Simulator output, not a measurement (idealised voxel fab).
You're looking at the process module voxel self aligned vias.
Pictured: cross-section cut, 285 nm wide, on a grid of 5 nm square cells.
Square cells in a grid make up a cross-section in this document, and the grid is given as bands, listed from the top down, each one or more rows of cells. Top, bottom (nm), then materials left to right with widths (nm); lone material tagged "throughout" fills the whole band edge to edge; "air" = empty space. Heights from 0 (as-received wafer is one material below). Bottom band endless downward, as "0..down". Quick explanation for "30..40": the width changes in equal steps down the rows of cells, from the first number in the band's top row to the second number in its bottom row. What does "no change" mean for a step? It means no cell of the cross-section changed in that step. "Closed void table" contains a list of empty spaces, each no smaller than 8 cells and without an open way to the top, written in the form width x height at distance with the distance from the left edge and all three in nm. The remark found on a step's line after its settings is issued by the simulator itself and pertains to that step. overlay nm: on a step with a mask, how far right of its planned place the mask lay; negative means left. Everything after this point is organized in pairs: a cross-section before one process step, a cross-section after it that shows only as deep as the lowest changed band, and, under the pair, the intervening step with its settings. Because different runs of this module on the same starting wafer can supply different pairs, a pair continues from the pair above it only if its entry headed "Pre-processing view" says so.
**Pre-processing view**
  0..down | Si throughout
  Closed void table: none
**Post-Step Snapshot**
  10..0 | SiO2 throughout
  Whatever lies below 0 is exactly as it was before.
  Closed void table: none
Between the two cross-sections shown above lies CONFORMAL_DEP,material SiO2,thk nm 10
Pre-processing view: we pick up right where the pair above leaves off, with its after cross-section.
**Post-Step Snapshot**
  15..10 | SiCN throughout
  Whatever lies below 10 is exactly as it was before.
  Closed void table: none
Between the two cross-sections shown above lies CONFORMAL_DEP,material SiCN,thk nm 5
Pre-processing view: we pick up right where the pair above leaves off, with its after cross-section.
**Post-Step Snapshot**
  45..15 | lowk throughout
  Whatever lies below 15 is exactly as it was before.
  Closed void table: none
Between the two cross-sections shown above lies DIRECTIONAL_DEP,material lowk,thk nm 30
Pre-processing view: we pick up right where the pair above leaves off, with its after cross-section.
**Post-Step Snapshot**
  45..15 | lowk: 90  air: 30  lowk: 45  air: 30  lowk: 90
  Whatever lies below 15 is exactly as it was before.
  Closed void table: none
Between the two cross-sections shown above lies MASKED_ETCH,tone open,mask id LINES,width nm 30,pitch nm 75,etch materials lowk,depth nm 30,overlay nm 0
Pre-processing view: we pick up right where the pair above leaves off, with its after cross-section.
**Post-Step Snapshot**
  50..45 | TiN: 95  air: 20  TiN: 55  air: 20  TiN: 95
  45..20 | lowk: 90  TiN: 5  air: 20  TiN: 5  lowk: 45  TiN: 5  air: 20  TiN: 5  lowk: 90
  20..15 | lowk: 90  TiN: 30  lowk: 45  TiN: 30  lowk: 90
  Whatever lies below 15 is exactly as it was before.
  Closed void table: none
Between the two cross-sections shown above lies CONFORMAL_DEP,material TiN,thk nm 5
Pre-processing view: we pick up right where the pair above leaves off, with its after cross-section.
**Post-Step Snapshot**
  55..50 | Ru throughout
  50..45 | TiN: 95  Ru: 20  TiN: 55  Ru: 20  TiN: 95
  45..20 | lowk: 90  TiN: 5  Ru: 20  TiN: 5  lowk: 45  TiN: 5  Ru: 20  TiN: 5  lowk: 90
  Whatever lies below 20 is exactly as it was before.
  Closed void table: none
Between the two cross-sections shown above lies FILL_DEP,material Ru,thk nm 5
Pre-processing view: we pick up right where the pair above leaves off, with its after cross-section.
**Post-Step Snapshot**
  45..20 | lowk: 90  TiN: 5  Ru: 20  TiN: 5  lowk: 45  TiN: 5  Ru: 20  TiN: 5  lowk: 90
  Whatever lies below 20 is exactly as it was before.
  Closed void table: none
Between the two cross-sections shown above lies CMP,height nm 45
Pre-processing view: we pick up right where the pair above leaves off, with its after cross-section.
**Post-Step Snapshot**
  45..40 | lowk: 90  air: 30  lowk: 45  air: 30  lowk: 90
  Whatever lies below 40 is exactly as it was before.
  Closed void table: none
Between the two cross-sections shown above lies SELECTIVE_ETCH,etch materials W Ru TiN,depth nm 5
Pre-processing view: we pick up right where the pair above leaves off, with its after cross-section.
**Post-Step Snapshot**
  50..45 | SiN throughout
  45..40 | lowk: 90  SiN: 30  lowk: 45  SiN: 30  lowk: 90
  Whatever lies below 40 is exactly as it was before.
  Closed void table: none
Between the two cross-sections shown above lies FILL_DEP,material SiN,thk nm 5
Pre-processing view: we pick up right where the pair above leaves off, with its after cross-section.
**Post-Step Snapshot**
  45..40 | lowk: 90  SiN: 30  lowk: 45  SiN: 30  lowk: 90
  Whatever lies below 40 is exactly as it was before.
  Closed void table: none
Between the two cross-sections shown above lies CMP,height nm 45
Pre-processing view: we pick up right where the pair above leaves off, with its after cross-section.
**Post-Step Snapshot**
  65..45 | lowk throughout
  Whatever lies below 45 is exactly as it was before.
  Closed void table: none
Between the two cross-sections shown above lies DIRECTIONAL_DEP,material lowk,thk nm 20
Pre-processing view: we pick up right where the pair above leaves off, with its after cross-section.
**Post-Step Snapshot**
  65..45 | lowk: 80  air: 50  lowk: 25  air: 50  lowk: 80
  Whatever lies below 45 is exactly as it was before.
  Closed void table: none
Between the two cross-sections shown above lies MASKED_ETCH,tone open,mask id VIAS,width nm 50,pitch nm 75,etch materials lowk,depth nm 20,overlay nm 0
Pre-processing view: we pick up right where the pair above leaves off, with its after cross-section.
**Post-Step Snapshot**
  65..45 | lowk: 80  air: 50  lowk: 25  air: 50  lowk: 80
  45..40 | lowk: 90  air: 30  lowk: 45  air: 30  lowk: 90
  Whatever lies below 40 is exactly as it was before.
  Closed void table: none
Between the two cross-sections shown above lies MASKED_ETCH,tone open,mask id VIAS,width nm 50,pitch nm 75,etch materials SiN,depth nm 5,overlay nm 0
Pre-processing view: we pick up right where the pair above leaves off, with its after cross-section.
**Post-Step Snapshot**
  70..65 | TiN: 85  air: 40  TiN: 35  air: 40  TiN: 85
  65..50 | lowk: 80  TiN: 5  air: 40  TiN: 5  lowk: 25  TiN: 5  air: 40  TiN: 5  lowk: 80
  50..45 | lowk: 80  TiN: 15  air: 20  TiN: 15  lowk: 25  TiN: 15  air: 20  TiN: 15  lowk: 80
  45..40 | lowk: 90  TiN: 30  lowk: 45  TiN: 30  lowk: 90
  Whatever lies below 40 is exactly as it was before.
  Closed void table: none
Between the two cross-sections shown above lies CONFORMAL_DEP,material TiN,thk nm 5
Pre-processing view: we pick up right where the pair above leaves off, with its after cross-section.
**Post-Step Snapshot**
  75..70 | Cu throughout
  70..65 | TiN: 85  Cu: 40  TiN: 35  Cu: 40  TiN: 85
  65..50 | lowk: 80  TiN: 5  Cu: 40  TiN: 5  lowk: 25  TiN: 5  Cu: 40  TiN: 5  lowk: 80
  50..45 | lowk: 80  TiN: 15  Cu: 20  TiN: 15  lowk: 25  TiN: 15  Cu: 20  TiN: 15  lowk: 80
  Whatever lies below 45 is exactly as it was before.
  Closed void table: none
Between the two cross-sections shown above lies FILL_DEP,material Cu,thk nm 5
Pre-processing view: we pick up right where the pair above leaves off, with its after cross-section.
**Post-Step Snapshot**
  65..50 | lowk: 80  TiN: 5  Cu: 40  TiN: 5  lowk: 25  TiN: 5  Cu: 40  TiN: 5  lowk: 80
  Whatever lies below 50 is exactly as it was before.
  Closed void table: none
Between the two cross-sections shown above lies CMP,height nm 65
Pre-processing view: we pick up right where the pair above leaves off, with its after cross-section.
**Post-Step Snapshot**
  70..65 | SiCN throughout
  Whatever lies below 65 is exactly as it was before.
  Closed void table: none
Between the two cross-sections shown above lies CONFORMAL_DEP,material SiCN,thk nm 5
**Pre-processing view**
  0..down | Si throughout
  Closed void table: none
**Post-Step Snapshot**
  5..0 | SiCN throughout
  Whatever lies below 0 is exactly as it was before.
  Closed void table: none
Between the two cross-sections shown above lies CONFORMAL_DEP,material SiCN,thk nm 5
Pre-processing view: we pick up right where the pair above leaves off, with its after cross-section.
**Post-Step Snapshot**
  35..5 | lowk throughout
  Whatever lies below 5 is exactly as it was before.
  Closed void table: none
Between the two cross-sections shown above lies DIRECTIONAL_DEP,material lowk,thk nm 30
Pre-processing view: we pick up right where the pair above leaves off, with its after cross-section.
**Post-Step Snapshot**
  35..5 | lowk: 90  air: 30  lowk: 45  air: 30  lowk: 90
  Whatever lies below 5 is exactly as it was before.
  Closed void table: none
Between the two cross-sections shown above lies MASKED_ETCH,tone open,mask id LINES,width nm 30,pitch nm 75,etch materials lowk,depth nm 30,overlay nm 0
Pre-processing view: we pick up right where the pair above leaves off, with its after cross-section.
**Post-Step Snapshot**
  40..35 | TiN: 95  air: 20  TiN: 55  air: 20  TiN: 95
  35..10 | lowk: 90  TiN: 5  air: 20  TiN: 5  lowk: 45  TiN: 5  air: 20  TiN: 5  lowk: 90
  10..5 | lowk: 90  TiN: 30  lowk: 45  TiN: 30  lowk: 90
  Whatever lies below 5 is exactly as it was before.
  Closed void table: none
Between the two cross-sections shown above lies CONFORMAL_DEP,material TiN,thk nm 5
Pre-processing view: we pick up right where the pair above leaves off, with its after cross-section.
**Post-Step Snapshot**
  45..40 | Ru throughout
  40..35 | TiN: 95  Ru: 20  TiN: 55  Ru: 20  TiN: 95
  35..10 | lowk: 90  TiN: 5  Ru: 20  TiN: 5  lowk: 45  TiN: 5  Ru: 20  TiN: 5  lowk: 90
  Whatever lies below 10 is exactly as it was before.
  Closed void table: none
Between the two cross-sections shown above lies FILL_DEP,material Ru,thk nm 5
Pre-processing view: we pick up right where the pair above leaves off, with its after cross-section.
**Post-Step Snapshot**
  40..35 | TiN: 95  Ru: 20  TiN: 55  Ru: 20  TiN: 95
  Whatever lies below 35 is exactly as it was before.
  Closed void table: none
Between the two cross-sections shown above lies SELECTIVE_ETCH,etch materials W Ru TiN,depth nm 5
Pre-processing view: we pick up right where the pair above leaves off, with its after cross-section.
**Post-Step Snapshot**
  45..40 | SiN throughout
  Whatever lies below 40 is exactly as it was before.
  Closed void table: none
Between the two cross-sections shown above lies FILL_DEP,material SiN,thk nm 5
Pre-processing view: we pick up right where the pair above leaves off, with its after cross-section.
**Post-Step Snapshot**
  65..45 | lowk throughout
  Whatever lies below 45 is exactly as it was before.
  Closed void table: none
Between the two cross-sections shown above lies DIRECTIONAL_DEP,material lowk,thk nm 20
Pre-processing view: we pick up right where the pair above leaves off, with its after cross-section.
**Post-Step Snapshot**
  65..45 | lowk: 80  air: 50  lowk: 25  air: 50  lowk: 80
  Whatever lies below 45 is exactly as it was before.
  Closed void table: none
Between the two cross-sections shown above lies MASKED_ETCH,tone open,mask id VIAS,width nm 50,pitch nm 75,etch materials lowk,depth nm 20,overlay nm 0
Pre-processing view: we pick up right where the pair above leaves off, with its after cross-section.
**Post-Step Snapshot**
  65..45 | lowk: 80  air: 50  lowk: 25  air: 50  lowk: 80
  45..40 | SiN: 80  air: 50  SiN: 25  air: 50  SiN: 80
  Whatever lies below 40 is exactly as it was before.
  Closed void table: none
Between the two cross-sections shown above lies MASKED_ETCH,tone open,mask id VIAS,width nm 50,pitch nm 75,etch materials SiN,depth nm 5,overlay nm 0
Pre-processing view: we pick up right where the pair above leaves off, with its after cross-section.
**Post-Step Snapshot**
  70..65 | TiN: 85  air: 40  TiN: 35  air: 40  TiN: 85
  65..45 | lowk: 80  TiN: 5  air: 40  TiN: 5  lowk: 25  TiN: 5  air: 40  TiN: 5  lowk: 80
  45..40 | SiN: 80  TiN: 50  SiN: 25  TiN: 50  SiN: 80
  Whatever lies below 40 is exactly as it was before.
  Closed void table: none
Between the two cross-sections shown above lies CONFORMAL_DEP,material TiN,thk nm 5
Pre-processing view: we pick up right where the pair above leaves off, with its after cross-section.
**Post-Step Snapshot**
  75..70 | Cu throughout
  70..65 | TiN: 85  Cu: 40  TiN: 35  Cu: 40  TiN: 85
  65..45 | lowk: 80  TiN: 5  Cu: 40  TiN: 5  lowk: 25  TiN: 5  Cu: 40  TiN: 5  lowk: 80
  Whatever lies below 45 is exactly as it was before.
  Closed void table: none
Between the two cross-sections shown above lies FILL_DEP,material Cu,thk nm 5
Pre-processing view: we pick up right where the pair above leaves off, with its after cross-section.
**Post-Step Snapshot**
  65..45 | lowk: 80  TiN: 5  Cu: 40  TiN: 5  lowk: 25  TiN: 5  Cu: 40  TiN: 5  lowk: 80
  Whatever lies below 45 is exactly as it was before.
  Closed void table: none
Between the two cross-sections shown above lies CMP,height nm 65
Pre-processing view: we pick up right where the pair above leaves off, with its after cross-section.
**Post-Step Snapshot**
  70..65 | SiCN throughout
  Whatever lies below 65 is exactly as it was before.
  Closed void table: none
Between the two cross-sections shown above lies CONFORMAL_DEP,material SiCN,thk nm 5
**Pre-processing view**
  65..45 | lowk: 80  air: 50  lowk: 25  air: 50  lowk: 80
  45..40 | lowk: 90  SiN: 30  lowk: 45  SiN: 30  lowk: 90
  40..20 | lowk: 90  TiN: 5  Ru: 20  TiN: 5  lowk: 45  TiN: 5  Ru: 20  TiN: 5  lowk: 90
  20..15 | lowk: 90  TiN: 30  lowk: 45  TiN: 30  lowk: 90
  15..10 | SiCN throughout
  10..0 | SiO2 throughout
  0..down | Si throughout
  Closed void table: none
**Post-Step Snapshot**
  65..45 | lowk: 80  air: 50  lowk: 25  air: 50  lowk: 80
  45..40 | lowk: 80  air: 10  SiN: 30  air: 10  lowk: 25  air: 10  SiN: 30  air: 10  lowk: 80
  40..25 | lowk: 80  air: 10  TiN: 5  Ru: 20  TiN: 5  air: 10  lowk: 25  air: 10  TiN: 5  Ru: 20  TiN: 5  air: 10  lowk: 80
  Whatever lies below 25 is exactly as it was before.
  Closed void table: none
Between the two cross-sections shown above lies MASKED_ETCH,tone open,mask id VIAS,width nm 50,pitch nm 75,etch materials lowk,depth nm 20,overlay nm 0
Pre-processing view: we pick up right where the pair above leaves off, with its after cross-section.
**Post-Step Snapshot**
  65..40 | lowk: 80  air: 50  lowk: 25  air: 50  lowk: 80
  Whatever lies below 40 is exactly as it was before.
  Closed void table: none
Between the two cross-sections shown above lies MASKED_ETCH,tone open,mask id VIAS,width nm 50,pitch nm 75,etch materials SiN,depth nm 5,overlay nm 0
Pre-processing view: we pick up right where the pair above leaves off, with its after cross-section.
**Post-Step Snapshot**
  70..65 | TiN: 85  air: 40  TiN: 35  air: 40  TiN: 85
  65..45 | lowk: 80  TiN: 5  air: 40  TiN: 5  lowk: 25  TiN: 5  air: 40  TiN: 5  lowk: 80
  45..40 | lowk: 80  TiN: 50  lowk: 25  TiN: 50  lowk: 80
  40..25 | lowk: 80  TiN: 15  Ru: 20  TiN: 15  lowk: 25  TiN: 15  Ru: 20  TiN: 15  lowk: 80
  Whatever lies below 25 is exactly as it was before.
  Closed void table: none
Between the two cross-sections shown above lies CONFORMAL_DEP,material TiN,thk nm 5
Pre-processing view: we pick up right where the pair above leaves off, with its after cross-section.
**Post-Step Snapshot**
  75..70 | Cu throughout
  70..65 | TiN: 85  Cu: 40  TiN: 35  Cu: 40  TiN: 85
  65..45 | lowk: 80  TiN: 5  Cu: 40  TiN: 5  lowk: 25  TiN: 5  Cu: 40  TiN: 5  lowk: 80
  Whatever lies below 45 is exactly as it was before.
  Closed void table: none
Between the two cross-sections shown above lies FILL_DEP,material Cu,thk nm 5
Pre-processing view: we pick up right where the pair above leaves off, with its after cross-section.
**Post-Step Snapshot**
  65..45 | lowk: 80  TiN: 5  Cu: 40  TiN: 5  lowk: 25  TiN: 5  Cu: 40  TiN: 5  lowk: 80
  Whatever lies below 45 is exactly as it was before.
  Closed void table: none
Between the two cross-sections shown above lies CMP,height nm 65
Pre-processing view: we pick up right where the pair above leaves off, with its after cross-section.
**Post-Step Snapshot**
  70..65 | SiCN throughout
  Whatever lies below 65 is exactly as it was before.
  Closed void table: none
Between the two cross-sections shown above lies CONFORMAL_DEP,material SiCN,thk nm 5
**Pre-processing view**
  45..40 | lowk: 90  SiN: 30  lowk: 45  SiN: 30  lowk: 90
  40..20 | lowk: 90  TiN: 5  Ru: 20  TiN: 5  lowk: 45  TiN: 5  Ru: 20  TiN: 5  lowk: 90
  20..15 | lowk: 90  TiN: 30  lowk: 45  TiN: 30  lowk: 90
  15..10 | SiCN throughout
  10..0 | SiO2 throughout
  0..down | Si throughout
  Closed void table: none
**Post-Step Snapshot**
  45..40 | lowk: 80  air: 10  SiN: 30  air: 10  lowk: 25  air: 10  SiN: 30  air: 10  lowk: 80
  40..25 | lowk: 80  air: 10  TiN: 5  Ru: 20  TiN: 5  air: 10  lowk: 25  air: 10  TiN: 5  Ru: 20  TiN: 5  air: 10  lowk: 80
  Whatever lies below 25 is exactly as it was before.
  Closed void table: none
Between the two cross-sections shown above lies MASKED_ETCH,tone open,mask id VIAS,width nm 50,pitch nm 75,etch materials lowk,depth nm 20,overlay nm 0
Pre-processing view: we pick up right where the pair above leaves off, with its after cross-section.
**Post-Step Snapshot**
  65..45 | lowk: 80  air: 10  lowk: 30  air: 10  lowk: 25  air: 10  lowk: 30  air: 10  lowk: 80
  45..40 | lowk: 90  SiN: 30  lowk: 45  SiN: 30  lowk: 90
  40..20 | lowk: 90  TiN: 5  Ru: 20  TiN: 5  lowk: 45  TiN: 5  Ru: 20  TiN: 5  lowk: 90
  Whatever lies below 20 is exactly as it was before.
  Closed void table: none
Between the two cross-sections shown above lies DIRECTIONAL_DEP,material lowk,thk nm 20
Pre-processing view: we pick up right where the pair above leaves off, with its after cross-section.
**Post-Step Snapshot**
  70..65 | TiN throughout
  65..45 | lowk: 80  TiN: 10  lowk: 30  TiN: 10  lowk: 25  TiN: 10  lowk: 30  TiN: 10  lowk: 80
  Whatever lies below 45 is exactly as it was before.
  Closed void table: none
Between the two cross-sections shown above lies CONFORMAL_DEP,material TiN,thk nm 5
Pre-processing view: we pick up right where the pair above leaves off, with its after cross-section.
**Post-Step Snapshot**
  75..70 | Cu throughout
  Whatever lies below 70 is exactly as it was before.
  Closed void table: none
Between the two cross-sections shown above lies FILL_DEP,material Cu,thk nm 5
Pre-processing view: we pick up right where the pair above leaves off, with its after cross-section.
**Post-Step Snapshot**
  65..45 | lowk: 80  TiN: 10  lowk: 30  TiN: 10  lowk: 25  TiN: 10  lowk: 30  TiN: 10  lowk: 80
  Whatever lies below 45 is exactly as it was before.
  Closed void table: none
Between the two cross-sections shown above lies CMP,height nm 65
Pre-processing view: we pick up right where the pair above leaves off, with its after cross-section.
**Post-Step Snapshot**
  70..65 | SiCN throughout
  Whatever lies below 65 is exactly as it was before.
  Closed void table: none
Between the two cross-sections shown above lies CONFORMAL_DEP,material SiCN,thk nm 5
**Pre-processing view**
  55..50 | Ru throughout
  50..45 | TiN: 95  Ru: 20  TiN: 55  Ru: 20  TiN: 95
  45..20 | lowk: 90  TiN: 5  Ru: 20  TiN: 5  lowk: 45  TiN: 5  Ru: 20  TiN: 5  lowk: 90
  20..15 | lowk: 90  TiN: 30  lowk: 45  TiN: 30  lowk: 90
  15..10 | SiCN throughout
  10..0 | SiO2 throughout
  0..down | Si throughout
  Closed void table: none
**Post-Step Snapshot**
  40..20 | lowk: 90  TiN: 5  Ru: 20  TiN: 5  lowk: 45  TiN: 5  Ru: 20  TiN: 5  lowk: 90
  Whatever lies below 20 is exactly as it was before.
  Closed void table: none
Between the two cross-sections shown above lies CMP,height nm 40
Pre-processing view: we pick up right where the pair above leaves off, with its after cross-section.
**Post-Step Snapshot**
  40..35 | lowk: 90  air: 30  lowk: 45  air: 30  lowk: 90
  Whatever lies below 35 is exactly as it was before.
  Closed void table: none
Between the two cross-sections shown above lies SELECTIVE_ETCH,etch materials W Ru TiN,depth nm 5
Pre-processing view: we pick up right where the pair above leaves off, with its after cross-section.
**Post-Step Snapshot**
  45..40 | SiN throughout
  40..35 | lowk: 90  SiN: 30  lowk: 45  SiN: 30  lowk: 90
  Whatever lies below 35 is exactly as it was before.
  Closed void table: none
Between the two cross-sections shown above lies FILL_DEP,material SiN,thk nm 5
Pre-processing view: we pick up right where the pair above leaves off, with its after cross-section.
**Post-Step Snapshot**
  65..45 | lowk throughout
  Whatever lies below 45 is exactly as it was before.
  Closed void table: none
Between the two cross-sections shown above lies DIRECTIONAL_DEP,material lowk,thk nm 20
Pre-processing view: we pick up right where the pair above leaves off, with its after cross-section.
**Post-Step Snapshot**
  65..45 | lowk: 80  air: 50  lowk: 25  air: 50  lowk: 80
  Whatever lies below 45 is exactly as it was before.
  Closed void table: none
Between the two cross-sections shown above lies MASKED_ETCH,tone open,mask id VIAS,width nm 50,pitch nm 75,etch materials lowk,depth nm 20,overlay nm 0
Pre-processing view: we pick up right where the pair above leaves off, with its after cross-section.
**Post-Step Snapshot**
  65..45 | lowk: 80  air: 50  lowk: 25  air: 50  lowk: 80
  45..40 | SiN: 80  air: 50  SiN: 25  air: 50  SiN: 80
  Whatever lies below 40 is exactly as it was before.
  Closed void table: none
Between the two cross-sections shown above lies MASKED_ETCH,tone open,mask id VIAS,width nm 50,pitch nm 75,etch materials SiN,depth nm 5,overlay nm 0
Pre-processing view: we pick up right where the pair above leaves off, with its after cross-section.
**Post-Step Snapshot**
  70..65 | TiN: 85  air: 40  TiN: 35  air: 40  TiN: 85
  65..45 | lowk: 80  TiN: 5  air: 40  TiN: 5  lowk: 25  TiN: 5  air: 40  TiN: 5  lowk: 80
  45..40 | SiN: 80  TiN: 50  SiN: 25  TiN: 50  SiN: 80
  Whatever lies below 40 is exactly as it was before.
  Closed void table: none
Between the two cross-sections shown above lies CONFORMAL_DEP,material TiN,thk nm 5
Pre-processing view: we pick up right where the pair above leaves off, with its after cross-section.
**Post-Step Snapshot**
  75..70 | Cu throughout
  70..65 | TiN: 85  Cu: 40  TiN: 35  Cu: 40  TiN: 85
  65..45 | lowk: 80  TiN: 5  Cu: 40  TiN: 5  lowk: 25  TiN: 5  Cu: 40  TiN: 5  lowk: 80
  Whatever lies below 45 is exactly as it was before.
  Closed void table: none
Between the two cross-sections shown above lies FILL_DEP,material Cu,thk nm 5
Pre-processing view: we pick up right where the pair above leaves off, with its after cross-section.
**Post-Step Snapshot**
  65..45 | lowk: 80  TiN: 5  Cu: 40  TiN: 5  lowk: 25  TiN: 5  Cu: 40  TiN: 5  lowk: 80
  Whatever lies below 45 is exactly as it was before.
  Closed void table: none
Between the two cross-sections shown above lies CMP,height nm 65
Pre-processing view: we pick up right where the pair above leaves off, with its after cross-section.
**Post-Step Snapshot**
  70..65 | SiCN throughout
  Whatever lies below 65 is exactly as it was before.
  Closed void table: none
Between the two cross-sections shown above lies CONFORMAL_DEP,material SiCN,thk nm 5
**Pre-processing view**
  45..15 | lowk throughout
  15..10 | SiCN throughout
  10..0 | SiO2 throughout
  0..down | Si throughout
  Closed void table: none
**Post-Step Snapshot**
  45..15 | lowk: 95  air: 20  lowk: 55  air: 20  lowk: 95
  Whatever lies below 15 is exactly as it was before.
  Closed void table: none
Between the two cross-sections shown above lies MASKED_ETCH,tone open,mask id LINES,width nm 20,pitch nm 75,etch materials lowk,depth nm 30,overlay nm 0
Pre-processing view: we pick up right where the pair above leaves off, with its after cross-section.
**Post-Step Snapshot**
  50..45 | TiN: 100  air: 10  TiN: 65  air: 10  TiN: 100
  45..20 | lowk: 95  TiN: 5  air: 10  TiN: 5  lowk: 55  TiN: 5  air: 10  TiN: 5  lowk: 95
  20..15 | lowk: 95  TiN: 20  lowk: 55  TiN: 20  lowk: 95
  Whatever lies below 15 is exactly as it was before.
  Closed void table: none
Between the two cross-sections shown above lies CONFORMAL_DEP,material TiN,thk nm 5
Pre-processing view: we pick up right where the pair above leaves off, with its after cross-section.
**Post-Step Snapshot**
  55..50 | Ru throughout
  50..45 | TiN: 100  Ru: 10  TiN: 65  Ru: 10  TiN: 100
  45..20 | lowk: 95  TiN: 5  Ru: 10  TiN: 5  lowk: 55  TiN: 5  Ru: 10  TiN: 5  lowk: 95
  Whatever lies below 20 is exactly as it was before.
  Closed void table: none
Between the two cross-sections shown above lies FILL_DEP,material Ru,thk nm 5
Pre-processing view: we pick up right where the pair above leaves off, with its after cross-section.
**Post-Step Snapshot**
  45..20 | lowk: 95  TiN: 5  Ru: 10  TiN: 5  lowk: 55  TiN: 5  Ru: 10  TiN: 5  lowk: 95
  Whatever lies below 20 is exactly as it was before.
  Closed void table: none
Between the two cross-sections shown above lies CMP,height nm 45
Pre-processing view: we pick up right where the pair above leaves off, with its after cross-section.
**Post-Step Snapshot**
  45..40 | lowk: 95  air: 20  lowk: 55  air: 20  lowk: 95
  Whatever lies below 40 is exactly as it was before.
  Closed void table: none
Between the two cross-sections shown above lies SELECTIVE_ETCH,etch materials W Ru TiN,depth nm 5
Pre-processing view: we pick up right where the pair above leaves off, with its after cross-section.
**Post-Step Snapshot**
  50..45 | SiN throughout
  45..40 | lowk: 95  SiN: 20  lowk: 55  SiN: 20  lowk: 95
  Whatever lies below 40 is exactly as it was before.
  Closed void table: none
Between the two cross-sections shown above lies FILL_DEP,material SiN,thk nm 5
Pre-processing view: we pick up right where the pair above leaves off, with its after cross-section.
**Post-Step Snapshot**
  45..40 | lowk: 95  SiN: 20  lowk: 55  SiN: 20  lowk: 95
  Whatever lies below 40 is exactly as it was before.
  Closed void table: none
Between the two cross-sections shown above lies CMP,height nm 45
Pre-processing view: we pick up right where the pair above leaves off, with its after cross-section.
**Post-Step Snapshot**
  65..45 | lowk throughout
  Whatever lies below 45 is exactly as it was before.
  Closed void table: none
Between the two cross-sections shown above lies DIRECTIONAL_DEP,material lowk,thk nm 20
Pre-processing view: we pick up right where the pair above leaves off, with its after cross-section.
**Post-Step Snapshot**
  65..45 | lowk: 80  air: 50  lowk: 25  air: 50  lowk: 80
  Whatever lies below 45 is exactly as it was before.
  Closed void table: none
Between the two cross-sections shown above lies MASKED_ETCH,tone open,mask id VIAS,width nm 50,pitch nm 75,etch materials lowk,depth nm 20,overlay nm 0
Pre-processing view: we pick up right where the pair above leaves off, with its after cross-section.
**Post-Step Snapshot**
  65..45 | lowk: 80  air: 50  lowk: 25  air: 50  lowk: 80
  45..40 | lowk: 95  air: 20  lowk: 55  air: 20  lowk: 95
  Whatever lies below 40 is exactly as it was before.
  Closed void table: none
Between the two cross-sections shown above lies MASKED_ETCH,tone open,mask id VIAS,width nm 50,pitch nm 75,etch materials SiN,depth nm 5,overlay nm 0
Pre-processing view: we pick up right where the pair above leaves off, with its after cross-section.
**Post-Step Snapshot**
  70..65 | TiN: 85  air: 40  TiN: 35  air: 40  TiN: 85
  65..50 | lowk: 80  TiN: 5  air: 40  TiN: 5  lowk: 25  TiN: 5  air: 40  TiN: 5  lowk: 80
  50..45 | lowk: 80  TiN: 20  air: 10  TiN: 20  lowk: 25  TiN: 20  air: 10  TiN: 20  lowk: 80
  45..40 | lowk: 95  TiN: 20  lowk: 55  TiN: 20  lowk: 95
  Whatever lies below 40 is exactly as it was before.
  Closed void table: none
Between the two cross-sections shown above lies CONFORMAL_DEP,material TiN,thk nm 5
Pre-processing view: we pick up right where the pair above leaves off, with its after cross-section.
**Post-Step Snapshot**
  75..70 | Cu throughout
  70..65 | TiN: 85  Cu: 40  TiN: 35  Cu: 40  TiN: 85
  65..50 | lowk: 80  TiN: 5  Cu: 40  TiN: 5  lowk: 25  TiN: 5  Cu: 40  TiN: 5  lowk: 80
  50..45 | lowk: 80  TiN: 20  Cu: 10  TiN: 20  lowk: 25  TiN: 20  Cu: 10  TiN: 20  lowk: 80
  Whatever lies below 45 is exactly as it was before.
  Closed void table: none
Between the two cross-sections shown above lies FILL_DEP,material Cu,thk nm 5
Pre-processing view: we pick up right where the pair above leaves off, with its after cross-section.
**Post-Step Snapshot**
  65..50 | lowk: 80  TiN: 5  Cu: 40  TiN: 5  lowk: 25  TiN: 5  Cu: 40  TiN: 5  lowk: 80
  Whatever lies below 50 is exactly as it was before.
  Closed void table: none
Between the two cross-sections shown above lies CMP,height nm 65
Pre-processing view: we pick up right where the pair above leaves off, with its after cross-section.
**Post-Step Snapshot**
  70..65 | SiCN throughout
  Whatever lies below 65 is exactly as it was before.
  Closed void table: none
Between the two cross-sections shown above lies CONFORMAL_DEP,material SiCN,thk nm 5
**Pre-processing view**
  45..15 | lowk throughout
  15..10 | SiCN throughout
  10..0 | SiO2 throughout
  0..down | Si throughout
  Closed void table: none
**Post-Step Snapshot**
  45..15 | lowk: 85  air: 30  lowk: 45  air: 30  lowk: 95
  Whatever lies below 15 is exactly as it was before.
  Closed void table: none
Between the two cross-sections shown above lies MASKED_ETCH,tone open,mask id LINES,width nm 30,pitch nm 75,etch materials lowk,depth nm 30,overlay nm -5
Pre-processing view: we pick up right where the pair above leaves off, with its after cross-section.
**Post-Step Snapshot**
  50..45 | TiN: 90  air: 20  TiN: 55  air: 20  TiN: 100
  45..20 | lowk: 85  TiN: 5  air: 20  TiN: 5  lowk: 45  TiN: 5  air: 20  TiN: 5  lowk: 95
  20..15 | lowk: 85  TiN: 30  lowk: 45  TiN: 30  lowk: 95
  Whatever lies below 15 is exactly as it was before.
  Closed void table: none
Between the two cross-sections shown above lies CONFORMAL_DEP,material TiN,thk nm 5
Pre-processing view: we pick up right where the pair above leaves off, with its after cross-section.
**Post-Step Snapshot**
  55..50 | Ru throughout
  50..45 | TiN: 90  Ru: 20  TiN: 55  Ru: 20  TiN: 100
  45..20 | lowk: 85  TiN: 5  Ru: 20  TiN: 5  lowk: 45  TiN: 5  Ru: 20  TiN: 5  lowk: 95
  Whatever lies below 20 is exactly as it was before.
  Closed void table: none
Between the two cross-sections shown above lies FILL_DEP,material Ru,thk nm 5
Pre-processing view: we pick up right where the pair above leaves off, with its after cross-section.
**Post-Step Snapshot**
  45..20 | lowk: 85  TiN: 5  Ru: 20  TiN: 5  lowk: 45  TiN: 5  Ru: 20  TiN: 5  lowk: 95
  Whatever lies below 20 is exactly as it was before.
  Closed void table: none
Between the two cross-sections shown above lies CMP,height nm 45
Pre-processing view: we pick up right where the pair above leaves off, with its after cross-section.
**Post-Step Snapshot**
  45..40 | lowk: 85  air: 30  lowk: 45  air: 30  lowk: 95
  Whatever lies below 40 is exactly as it was before.
  Closed void table: none
Between the two cross-sections shown above lies SELECTIVE_ETCH,etch materials W Ru TiN,depth nm 5
Pre-processing view: we pick up right where the pair above leaves off, with its after cross-section.
**Post-Step Snapshot**
  50..45 | SiN throughout
  45..40 | lowk: 85  SiN: 30  lowk: 45  SiN: 30  lowk: 95
  Whatever lies below 40 is exactly as it was before.
  Closed void table: none
Between the two cross-sections shown above lies FILL_DEP,material SiN,thk nm 5
Pre-processing view: we pick up right where the pair above leaves off, with its after cross-section.
**Post-Step Snapshot**
  45..40 | lowk: 85  SiN: 30  lowk: 45  SiN: 30  lowk: 95
  Whatever lies below 40 is exactly as it was before.
  Closed void table: none
Between the two cross-sections shown above lies CMP,height nm 45
